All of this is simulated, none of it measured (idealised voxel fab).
process module | voxel lift off
cross-section cut | 295 nm wide | cells 5 nm
A cross-section is a grid of square cells, given in bands from the top down. A band is one or more rows of cells.
Each band's line starts with the height of the band's top and of its bottom, in nm. Then come its materials from left to right, each with its width in nm. One material with "throughout" fills the band from edge to edge. "air" is empty space.
Height 0 is the level under which the wafer as received is all one material. The lowest band goes on downwards, as in "0 down".
A width such as "30 to 40" changes by the same amount from each row of cells to the next, from the band's top row to its bottom row.
"no change" after a step means that no cell of the cross-section changed.
closed voids: empty space of 8 cells or more with no open way to the top, each as width x height at its distance from the left edge, in nm
after a step's settings: what the simulator itself notes on the step
overlay nm, on a step with a mask: how far to the right of its planned place the mask lay; to the left if negative
plan
1 op RECEIVE | material Si
2 op CONFORMAL_DEP | material SiN | thk nm 10
3 op PATTERN | tone open | mask id LINES | material resist | width nm 20 | pitch nm 40 | thk nm 25 | overlay nm 0
4 op DIRECTIONAL_DEP | material Ru | thk nm 15
5 op STRIP | etch materials resist
6 op CONFORMAL_DEP | material SiN | thk nm 10
as received, after step 1
  0 down: Si throughout
  closed voids: none
a wafer at the end: this start, this plan, one mistake
  40 to 30: air 105 | SiN 80 | air 110
  30 to 25: air 105 | SiN 10 | Ru 20 | SiN 20 | Ru 20 | SiN 10 | air 110
  25 to 15: SiN 115 | Ru 20 | SiN 20 | Ru 20 | SiN 120
  15 to 0: SiN throughout
  0 down: Si throughout
  closed voids: none
what went wrong: step 2 ran as: op CONFORMAL_DEP | material SiN | thk nm 15
